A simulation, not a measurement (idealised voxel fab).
A process module follows: voxel self aligned vias.
Xsec cut, 215 nm wide, square cell size 5 nm.
Square cells in a grid make up a cross-section in this document, and the grid is given as bands, listed from the top down, each one or more rows of cells.
Look at the band entry: it leads with the top's height and the bottom's height in nm. Then it lists the materials left to right, with a width in nm for each. The word "everywhere" on a single material says that material fills the band edge to edge. The word "blank" is empty space.
Heights from 0 (as-received wafer is one material below). Bottom band endless downward, as "0 down".
It should be noted that a width expressed as "30->40" varies in equal increments from row to row of cells within the band, taking the value of the first number at the top row and that of the second number at the bottom row.
Basically "nothing altered" means that step didn't change any cell in the cross-section.
Each empty space that has no open way to the top and spans at least 8 cells appears under "Closed internal cavities" as width x height at distance, the distance counted from the left edge, all in nm.
On a step's line, text after the settings is the simulator commenting on that step.
overlay nm, on a step with a mask: how far to the right of its planned place the mask lay; to the left if negative
-- List of planned process steps
1: RECEIVE | material Si
2: CONFORMAL_DEP | material SiO2 | thk nm 10
3: CONFORMAL_DEP | material SiCN | thk nm 5
4: DIRECTIONAL_DEP | material lowk | thk nm 20
5: MASKED_ETCH | tone open | mask id LINES | width nm 30 | pitch nm 60 | etch materials lowk | depth nm 20 | overlay nm 0
6: CONFORMAL_DEP | material TiN | thk nm 5
7: FILL_DEP | material W | thk nm 5
8: CMP | height nm 35
9: SELECTIVE_ETCH | etch materials W Ru TiN | depth nm 10
10: FILL_DEP | material SiN | thk nm 10
11: CMP | height nm 35
12: DIRECTIONAL_DEP | material lowk | thk nm 20
13: PATTERN | tone open | mask id VIAS | material resist | width nm 40 | pitch nm 60 | thk nm 15 | overlay nm 0
14: DIRECTIONAL_ETCH | etch materials lowk | depth nm 20
15: DIRECTIONAL_ETCH | etch materials SiN | depth nm 10
16: STRIP | etch materials resist
17: CONFORMAL_DEP | material TiN | thk nm 5
18: FILL_DEP | material Cu | thk nm 10
19: CMP | height nm 55
20: CONFORMAL_DEP | material SiCN | thk nm 5
-- First of two wafers, with the run carried out as planned
-- Received-state cross-section, reflecting completion of step 1
    0 down: Si everywhere
    Closed internal cavities: none
-- After step 2: wafer cross-section
    10 to 0: SiO2 everywhere
    Nothing below the height 0 has changed.
-- After step 3: wafer cross-section
    15 to 10: SiCN everywhere
    Nothing below the height 10 has changed.
-- After step 4: wafer cross-section
    35 to 15: lowk everywhere
    Nothing below the height 15 has changed.
-- After step 5: wafer cross-section
    35 to 15: lowk: 30 / blank: 30 / lowk: 30 / blank: 30 / lowk: 30 / blank: 30 / lowk: 35
    Nothing below the height 15 has changed.
-- After step 6: wafer cross-section
    40 to 35: TiN: 35 / blank: 20 / TiN: 40 / blank: 20 / TiN: 40 / blank: 20 / TiN: 40
    35 to 20: lowk: 30 / TiN: 5 / blank: 20 / TiN: 5 / lowk: 30 / TiN: 5 / blank: 20 / TiN: 5 / lowk: 30 / TiN: 5 / blank: 20 / TiN: 5 / lowk: 35
    20 to 15: lowk: 30 / TiN: 30 / lowk: 30 / TiN: 30 / lowk: 30 / TiN: 30 / lowk: 35
    Nothing below the height 15 has changed.
-- After step 7: wafer cross-section
    45 to 40: W everywhere
    40 to 35: TiN: 35 / W: 20 / TiN: 40 / W: 20 / TiN: 40 / W: 20 / TiN: 40
    35 to 20: lowk: 30 / TiN: 5 / W: 20 / TiN: 5 / lowk: 30 / TiN: 5 / W: 20 / TiN: 5 / lowk: 30 / TiN: 5 / W: 20 / TiN: 5 / lowk: 35
    Nothing below the height 20 has changed.
-- After step 8: wafer cross-section
    35 to 20: lowk: 30 / TiN: 5 / W: 20 / TiN: 5 / lowk: 30 / TiN: 5 / W: 20 / TiN: 5 / lowk: 30 / TiN: 5 / W: 20 / TiN: 5 / lowk: 35
    Nothing below the height 20 has changed.
-- After step 9: wafer cross-section
    35 to 25: lowk: 30 / blank: 30 / lowk: 30 / blank: 30 / lowk: 30 / blank: 30 / lowk: 35
    Nothing below the height 25 has changed.
-- After step 10: wafer cross-section
    45 to 35: SiN everywhere
    35 to 25: lowk: 30 / SiN: 30 / lowk: 30 / SiN: 30 / lowk: 30 / SiN: 30 / lowk: 35
    Nothing below the height 25 has changed.
-- After step 11: wafer cross-section
    35 to 25: lowk: 30 / SiN: 30 / lowk: 30 / SiN: 30 / lowk: 30 / SiN: 30 / lowk: 35
    Nothing below the height 25 has changed.
-- After step 12: wafer cross-section
    55 to 35: lowk everywhere
    Nothing below the height 35 has changed.
-- After step 13: wafer cross-section
    70 to 55: resist: 25 / blank: 40 / resist: 20 / blank: 40 / resist: 20 / blank: 40 / resist: 30
    Nothing below the height 55 has changed.
-- After step 14: wafer cross-section
    70 to 55: resist: 25 / blank: 40 / resist: 20 / blank: 40 / resist: 20 / blank: 40 / resist: 30
    55 to 35: lowk: 25 / blank: 40 / lowk: 20 / blank: 40 / lowk: 20 / blank: 40 / lowk: 30
    Nothing below the height 35 has changed.
-- After step 15: wafer cross-section
    70 to 55: resist: 25 / blank: 40 / resist: 20 / blank: 40 / resist: 20 / blank: 40 / resist: 30
    55 to 35: lowk: 25 / blank: 40 / lowk: 20 / blank: 40 / lowk: 20 / blank: 40 / lowk: 30
    35 to 25: lowk: 30 / blank: 30 / lowk: 30 / blank: 30 / lowk: 30 / blank: 30 / lowk: 35
    Nothing below the height 25 has changed.
-- After step 16: wafer cross-section
    55 to 35: lowk: 25 / blank: 40 / lowk: 20 / blank: 40 / lowk: 20 / blank: 40 / lowk: 30
    Nothing below the height 35 has changed.
-- After step 17: wafer cross-section
    60 to 55: TiN: 30 / blank: 30 / TiN: 30 / blank: 30 / TiN: 30 / blank: 30 / TiN: 35
    55 to 40: lowk: 25 / TiN: 5 / blank: 30 / TiN: 5 / lowk: 20 / TiN: 5 / blank: 30 / TiN: 5 / lowk: 20 / TiN: 5 / blank: 30 / TiN: 5 / lowk: 30
    40 to 30: lowk: 25->30 / TiN: 10->5 / blank: 20 / TiN: 10->5 / lowk: 20->30 / TiN: 10->5 / blank: 20 / TiN: 10->5 / lowk: 20->30 / TiN: 10->5 / blank: 20 / TiN: 10->5 / lowk: 30->35
    30 to 25: lowk: 30 / TiN: 30 / lowk: 30 / TiN: 30 / lowk: 30 / TiN: 30 / lowk: 35
    Nothing below the height 25 has changed.
-- After step 18: wafer cross-section
    70 to 60: Cu everywhere
    60 to 55: TiN: 30 / Cu: 30 / TiN: 30 / Cu: 30 / TiN: 30 / Cu: 30 / TiN: 35
    55 to 40: lowk: 25 / TiN: 5 / Cu: 30 / TiN: 5 / lowk: 20 / TiN: 5 / Cu: 30 / TiN: 5 / lowk: 20 / TiN: 5 / Cu: 30 / TiN: 5 / lowk: 30
    40 to 30: lowk: 25->30 / TiN: 10->5 / Cu: 20 / TiN: 10->5 / lowk: 20->30 / TiN: 10->5 / Cu: 20 / TiN: 10->5 / lowk: 20->30 / TiN: 10->5 / Cu: 20 / TiN: 10->5 / lowk: 30->35
    Nothing below the height 30 has changed.
-- After step 19: wafer cross-section
    55 to 40: lowk: 25 / TiN: 5 / Cu: 30 / TiN: 5 / lowk: 20 / TiN: 5 / Cu: 30 / TiN: 5 / lowk: 20 / TiN: 5 / Cu: 30 / TiN: 5 / lowk: 30
    Nothing below the height 40 has changed.
-- After step 20: wafer cross-section
    60 to 55: SiCN everywhere
    Nothing below the height 55 has changed.
-- Second Wafer (Identical Start and Plan, One Processing Error; Matches First Wafer Through Step 16)
-- Planned end of step 17: second wafer, cross-section
    70 to 55: TiN: 40 / blank: 10 / TiN: 50 / blank: 10 / TiN: 50 / blank: 10 / TiN: 45
    55 to 50: lowk: 25 / TiN: 15 / blank: 10 / TiN: 15 / lowk: 20 / TiN: 15 / blank: 10 / TiN: 15 / lowk: 20 / TiN: 15 / blank: 10 / TiN: 15 / lowk: 30
    50 to 35: lowk: 25 / TiN: 40 / lowk: 20 / TiN: 40 / lowk: 20 / TiN: 40 / lowk: 30
    35 to 25: lowk: 30 / TiN: 30 / lowk: 30 / TiN: 30 / lowk: 30 / TiN: 30 / lowk: 35
    Nothing below the height 25 has changed.
-- Planned end of step 18: second wafer, cross-section
    80 to 70: Cu everywhere
    70 to 55: TiN: 40 / Cu: 10 / TiN: 50 / Cu: 10 / TiN: 50 / Cu: 10 / TiN: 45
    55 to 50: lowk: 25 / TiN: 15 / Cu: 10 / TiN: 15 / lowk: 20 / TiN: 15 / Cu: 10 / TiN: 15 / lowk: 20 / TiN: 15 / Cu: 10 / TiN: 15 / lowk: 30
    Nothing below the height 50 has changed.
-- Planned end of step 19: second wafer, cross-section
    55 to 50: lowk: 25 / TiN: 15 / Cu: 10 / TiN: 15 / lowk: 20 / TiN: 15 / Cu: 10 / TiN: 15 / lowk: 20 / TiN: 15 / Cu: 10 / TiN: 15 / lowk: 30
    Nothing below the height 50 has changed.
-- Planned end of step 20: second wafer, cross-section
    60 to 55: SiCN everywhere
    Nothing below the height 55 has changed.
Nonconformance to the process plan: step 17 ran with different settings than intended, the actual operation and settings being CONFORMAL_DEP | material TiN | thk nm 15
The closing comparison, in cells, has the second wafer with more or fewer of some materials than the first: -72 Cu; +72 TiN
